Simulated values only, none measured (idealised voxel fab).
The process module presented herein is designated voxel transistor to metal.
Cross-sectional view cut (width: 210 nm; square cell size: 5 nm).
Cross-section format: a grid of square cells, given as bands from top to bottom; each band is one or more rows of cells. Top height, bottom height, nm. Materials left to right, width each, nm. Single material + "all across" = fills band edge to edge. "air" = empty. Heights are expressed relative to 0, this being the level below which the as-received wafer comprises one material exclusively. The lowest band is unbounded in the downward direction and is denoted as in "from 0 down". A width given as "30 to 40" starts at the first number in the band's top row and ends at the second number in its bottom row, shifting by an equal amount at every step from row to row. "nothing got changed" means the step left every cell of the cross-section as it was. For the entry "Closed void catalog", the listed items are empty spaces with no open way to the top whose size is 8 cells or more; each item follows the pattern width x height at distance, where distance is from the left edge and all three are in nm. It should be noted that, on the line of a given step, the content following the step's settings is a remark produced by the simulator itself with respect to that step. overlay nm: right-of-plan distance of the mask on a masked step; negative values mean left-of-plan.

SET OUT BELOW ARE THE PLANNED STEPS OF THE PROCESS
step 1: RECEIVE with material Si
step 2: CONFORMAL_DEP with material SiO2, thk nm 5
step 3: CONFORMAL_DEP with material SiN, thk nm 10
step 4: MASKED_ETCH with tone cover, mask id ACTIVE, width nm 110, etch materials SiN, depth nm 10, overlay nm 0
step 5: MASKED_ETCH with tone cover, mask id ACTIVE, width nm 110, etch materials SiO2, depth nm 5, overlay nm 0
step 6: MASKED_ETCH with tone cover, mask id ACTIVE, width nm 110, etch materials Si, depth nm 25, overlay nm 0
step 7: FILL_DEP with material SiO2, thk nm 10
step 8: CMP with height nm 15
step 9: SELECTIVE_ETCH with etch materials SiO2, depth nm 5
step 10: STRIP with etch materials SiN
step 11: SELECTIVE_ETCH with etch materials SiO2, depth nm 5
step 12: OXIDIZE with depth nm 5
step 13: DIRECTIONAL_DEP with material polySi, thk nm 25
step 14: DIRECTIONAL_DEP with material SiCN, thk nm 15
step 15: MASKED_ETCH with tone cover, mask id GATE, width nm 30, etch materials SiCN, depth nm 25, overlay nm 0
step 16: MASKED_ETCH with tone cover, mask id GATE, width nm 30, etch materials polySi, depth nm 35, overlay nm 0
step 17: CONFORMAL_DEP with material SiN, thk nm 5
step 18: DIRECTIONAL_ETCH with etch materials SiN, depth nm 5
step 19: DIRECTIONAL_ETCH with etch materials SiO2, depth nm 5
step 20: DIRECTIONAL_ETCH with etch materials Si, depth nm 15
step 21: EPI with material pSi, thk nm 15
step 22: FILL_DEP with material SiO2, thk nm 5
step 23: CMP with height nm 25
step 24: STRIP with etch materials polySi
step 25: SELECTIVE_ETCH with etch materials SiO2, depth nm 5
step 26: CONFORMAL_DEP with material HfO2, thk nm 5
step 27: CONFORMAL_DEP with material TiN, thk nm 5
step 28: FILL_DEP with material W, thk nm 5
step 29: CMP with height nm 20
step 30: DIRECTIONAL_DEP with material SiO2, thk nm 15
step 31: DIRECTIONAL_DEP with material aC, thk nm 15
step 32: PATTERN with tone open, mask id CONTACT, material resist, width nm 15, pitch nm 75, thk nm 35, overlay nm 0
step 33: DIRECTIONAL_ETCH with etch materials aC, depth nm 15
step 34: STRIP with etch materials resist
step 35: DIRECTIONAL_ETCH with etch materials SiO2, depth nm 40
step 36: STRIP with etch materials aC
step 37: CONFORMAL_DEP with material TiN, thk nm 5
step 38: FILL_DEP with material Ru, thk nm 10
step 39: CMP with height nm 35
step 40: CONFORMAL_DEP with material SiCN, thk nm 5
step 41: DIRECTIONAL_DEP with material lowk, thk nm 25
step 42: MASKED_ETCH with tone open, mask id METAL_1, width nm 15, pitch nm 75, etch materials lowk, depth nm 25, overlay nm 0
step 43: MASKED_ETCH with tone open, mask id METAL_1, width nm 15, pitch nm 75, etch materials SiCN, depth nm 5, overlay nm 0
step 44: CONFORMAL_DEP with material TiN, thk nm 5
step 45: FILL_DEP with material Cu, thk nm 10
step 46: CMP with height nm 65
step 47: CONFORMAL_DEP with material SiN, thk nm 5

CROSS-SECTION OF THE WAFER AT RECEIPT, WHICH IS THE CONDITION AFTER STEP 1
> from 0 down = Si all across
> Closed void catalog: none

FINAL CROSS-SECTION, MODULE RUN WITH ONE MISTAKE (START AND PLAN AS ABOVE)
> from 70 to 65 = SiN all across
> from 65 to 60 = 60 nm SiCN | 15 nm TiN | 60 nm SiCN | 15 nm TiN | 60 nm SiCN
> from 60 to 35 = lowk all across
> from 35 to 20 = 60 nm SiO2 | 5 nm TiN | 5 nm Ru | 5 nm TiN | 60 nm SiO2 | 5 nm TiN | 5 nm Ru | 5 nm TiN | 60 nm SiO2
> from 20 to 15 = 60 nm SiO2 | 5 nm TiN | 5 nm Ru | 5 nm TiN | 10 nm SiO2 | 5 nm SiN | 5 nm HfO2 | 5 nm TiN | 10 nm W | 5 nm TiN | 5 nm HfO2 | 5 nm SiN | 10 nm SiO2 | 5 nm TiN | 5 nm Ru | 5 nm TiN | 60 nm SiO2
> from 15 to 10 = 60 nm SiO2 | 15 nm TiN | 10 nm SiO2 | 5 nm SiN | 5 nm HfO2 | 5 nm TiN | 10 nm W | 5 nm TiN | 5 nm HfO2 | 5 nm SiN | 10 nm SiO2 | 15 nm TiN | 60 nm SiO2
> from 10 to 5 = 60 nm SiO2 | 10 nm TiN | 15 nm pSi | 5 nm SiN | 5 nm HfO2 | 5 nm TiN | 10 nm W | 5 nm TiN | 5 nm HfO2 | 5 nm SiN | 15 nm pSi | 10 nm TiN | 60 nm SiO2
> from 5 to 0 = 45 nm SiO2 | 5 nm SiN | 10 nm SiO2 | 10 nm TiN | 15 nm pSi | 5 nm SiN | 5 nm HfO2 | 20 nm TiN | 5 nm HfO2 | 5 nm SiN | 15 nm pSi | 10 nm TiN | 10 nm SiO2 | 5 nm SiN | 45 nm SiO2
> from 0 to -5 = 60 nm SiO2 | 10 nm TiN | 15 nm pSi | 40 nm HfO2 | 15 nm pSi | 10 nm TiN | 60 nm SiO2
> from -5 to -20 = 50 nm SiO2 | 35 nm pSi | 40 nm Si | 35 nm pSi | 50 nm SiO2
> from -20 to -25 = 50 nm SiO2 | 110 nm Si | 50 nm SiO2
> from -25 down = Si all across
> Closed void catalog: none
Where did the run depart from the plan? the run placed steps 40 and 41 each in the position the plan gave to the other
